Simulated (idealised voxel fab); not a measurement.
Herein follows the process module entitled voxel gate over fins.
Cross-sectional view cut (width: 235 nm; square cell size: 5 nm).
A cross-section is a grid of square cells, given in bands from the top down. A band is one or more rows of cells.
Top, bottom (nm), then materials left to right with widths (nm); lone material tagged "full width" fills the whole band edge to edge; "blank" = empty space.
Beneath 0, the wafer as received is one material, and that level is where height counting begins. The lowest band goes on downward without a bottom; it is written like "0 down".
When a width is written as two numbers, as in "30 to 40", the first number is the width in the top row of cells of the band and the second is the width in its bottom row, and the width changes by the same amount from each row to the next.
Step note "no modification" = no cross-section cell changed.
Empty spaces without an open route to the top, at least 8 cells in extent, make up the entry "Enclosed void inventory"; each is given as width x height at distance, where the distance is measured from the left edge, and all are in nm.
Past the settings on a step's line: simulator remark, on that step.
"overlay nm", when on a step's line for a step with a mask, measures how far to the right of its planned place the mask lay; a negative measure means to the left.
Planned process steps:
step 1: RECEIVE,material Si
step 2: CONFORMAL_DEP,material SiN,thk nm 5
step 3: PATTERN,tone cover,mask id FINS,material resist,width nm 15,pitch nm 35,thk nm 15,overlay nm 0
step 4: DIRECTIONAL_ETCH,etch materials SiN,depth nm 5
step 5: DIRECTIONAL_ETCH,etch materials Si,depth nm 35
step 6: STRIP,etch materials resist
step 7: FILL_DEP,material SiO2,thk nm 5
step 8: CMP,height nm 5
step 9: SELECTIVE_ETCH,etch materials SiO2,depth nm 15
step 10: STRIP,etch materials SiN
step 11: CONFORMAL_DEP,material HfO2,thk nm 5
step 12: CONFORMAL_DEP,material TiN,thk nm 5
step 13: FILL_DEP,material W,thk nm 10
step 14: CMP,height nm 15
step 15: CONFORMAL_DEP,material SiN,thk nm 5
The following pertains to the first of two wafers, which was processed as planned:
The cross-section here shows the wafer as received, i.e. in its state after step 1:
	0 down | Si full width
	Enclosed void inventory: none
Step 2 done - wafer cross-section:
	5 to 0 | SiN full width
	Lower than 0, everything is as it was.
Step 3 done - wafer cross-section:
	20 to 5 | blank 75 nm / resist 15 nm / blank 20 nm / resist 15 nm / blank 20 nm / resist 15 nm / blank 75 nm
	Lower than 5, everything is as it was.
Step 4 done - wafer cross-section:
	20 to 5 | blank 75 nm / resist 15 nm / blank 20 nm / resist 15 nm / blank 20 nm / resist 15 nm / blank 75 nm
	5 to 0 | blank 75 nm / SiN 15 nm / blank 20 nm / SiN 15 nm / blank 20 nm / SiN 15 nm / blank 75 nm
	Lower than 0, everything is as it was.
Step 5 done - wafer cross-section:
	20 to 5 | blank 75 nm / resist 15 nm / blank 20 nm / resist 15 nm / blank 20 nm / resist 15 nm / blank 75 nm
	5 to 0 | blank 75 nm / SiN 15 nm / blank 20 nm / SiN 15 nm / blank 20 nm / SiN 15 nm / blank 75 nm
	0 to -35 | blank 75 nm / Si 15 nm / blank 20 nm / Si 15 nm / blank 20 nm / Si 15 nm / blank 75 nm
	Lower than -35, everything is as it was.
Step 6 done - wafer cross-section:
	5 to 0 | blank 75 nm / SiN 15 nm / blank 20 nm / SiN 15 nm / blank 20 nm / SiN 15 nm / blank 75 nm
	Lower than 0, everything is as it was.
Step 7 done - wafer cross-section:
	10 to 5 | SiO2 full width
	5 to 0 | SiO2 75 nm / SiN 15 nm / SiO2 20 nm / SiN 15 nm / SiO2 20 nm / SiN 15 nm / SiO2 75 nm
	0 to -35 | SiO2 75 nm / Si 15 nm / SiO2 20 nm / Si 15 nm / SiO2 20 nm / Si 15 nm / SiO2 75 nm
	Lower than -35, everything is as it was.
Step 8 done - wafer cross-section:
	5 to 0 | SiO2 75 nm / SiN 15 nm / SiO2 20 nm / SiN 15 nm / SiO2 20 nm / SiN 15 nm / SiO2 75 nm
	Lower than 0, everything is as it was.
Step 9 done - wafer cross-section:
	5 to 0 | blank 75 nm / SiN 15 nm / blank 20 nm / SiN 15 nm / blank 20 nm / SiN 15 nm / blank 75 nm
	0 to -10 | blank 75 nm / Si 15 nm / blank 20 nm / Si 15 nm / blank 20 nm / Si 15 nm / blank 75 nm
	Lower than -10, everything is as it was.
Step 10 done - wafer cross-section:
	0 to -10 | blank 75 nm / Si 15 nm / blank 20 nm / Si 15 nm / blank 20 nm / Si 15 nm / blank 75 nm
	Lower than -10, everything is as it was.
Step 11 done - wafer cross-section:
	5 to 0 | blank 70 nm / HfO2 25 nm / blank 10 nm / HfO2 25 nm / blank 10 nm / HfO2 25 nm / blank 70 nm
	0 to -5 | blank 70 nm / HfO2 5 nm / Si 15 nm / HfO2 5 nm / blank 10 nm / HfO2 5 nm / Si 15 nm / HfO2 5 nm / blank 10 nm / HfO2 5 nm / Si 15 nm / HfO2 5 nm / blank 70 nm
	-5 to -10 | HfO2 75 nm / Si 15 nm / HfO2 20 nm / Si 15 nm / HfO2 20 nm / Si 15 nm / HfO2 75 nm
	Lower than -10, everything is as it was.
Step 12 done - wafer cross-section:
	10 to 5 | blank 65 nm / TiN 105 nm / blank 65 nm
	5 to 0 | blank 65 nm / TiN 5 nm / HfO2 25 nm / TiN 10 nm / HfO2 25 nm / TiN 10 nm / HfO2 25 nm / TiN 5 nm / blank 65 nm
	0 to -5 | TiN 70 nm / HfO2 5 nm / Si 15 nm / HfO2 5 nm / TiN 10 nm / HfO2 5 nm / Si 15 nm / HfO2 5 nm / TiN 10 nm / HfO2 5 nm / Si 15 nm / HfO2 5 nm / TiN 70 nm
	Lower than -5, everything is as it was.
Step 13 done - wafer cross-section:
	20 to 10 | W full width
	10 to 5 | W 65 nm / TiN 105 nm / W 65 nm
	5 to 0 | W 65 nm / TiN 5 nm / HfO2 25 nm / TiN 10 nm / HfO2 25 nm / TiN 10 nm / HfO2 25 nm / TiN 5 nm / W 65 nm
	Lower than 0, everything is as it was.
Step 14 done - wafer cross-section:
	15 to 10 | W full width
	Lower than 10, everything is as it was.
Step 15 done - wafer cross-section:
	20 to 15 | SiN full width
	Lower than 15, everything is as it was.
Wafer two of two - same starting point, same process plan, one mistake in execution; matches wafer one up to and including step 10:
Cross-section of the second wafer when, according to plan, step 11 should have finished: no modification
Cross-section of the second wafer when, according to plan, step 12 should have finished:
	5 to 0 | blank 70 nm / TiN 25 nm / blank 10 nm / TiN 25 nm / blank 10 nm / TiN 25 nm / blank 70 nm
	0 to -5 | blank 70 nm / TiN 5 nm / Si 15 nm / TiN 5 nm / blank 10 nm / TiN 5 nm / Si 15 nm / TiN 5 nm / blank 10 nm / TiN 5 nm / Si 15 nm / TiN 5 nm / blank 70 nm
	-5 to -10 | TiN 75 nm / Si 15 nm / TiN 20 nm / Si 15 nm / TiN 20 nm / Si 15 nm / TiN 75 nm
	Lower than -10, everything is as it was.
Cross-section of the second wafer when, according to plan, step 13 should have finished:
	15 to 5 | W full width
	5 to 0 | W 70 nm / TiN 25 nm / W 10 nm / TiN 25 nm / W 10 nm / TiN 25 nm / W 70 nm
	0 to -5 | W 70 nm / TiN 5 nm / Si 15 nm / TiN 5 nm / W 10 nm / TiN 5 nm / Si 15 nm / TiN 5 nm / W 10 nm / TiN 5 nm / Si 15 nm / TiN 5 nm / W 70 nm
	Lower than -5, everything is as it was.
Cross-section of the second wafer when, according to plan, step 14 should have finished: no modification
Cross-section of the second wafer when, according to plan, step 15 should have finished:
	20 to 15 | SiN full width
	Lower than 15, everything is as it was.
Finding, execution versus plan: plan step 11 was not performed, having been skipped
Once processing is complete, comparing cell counts shows that the second wafer has more or fewer of certain materials than the first: -59 HfO2, +59 W
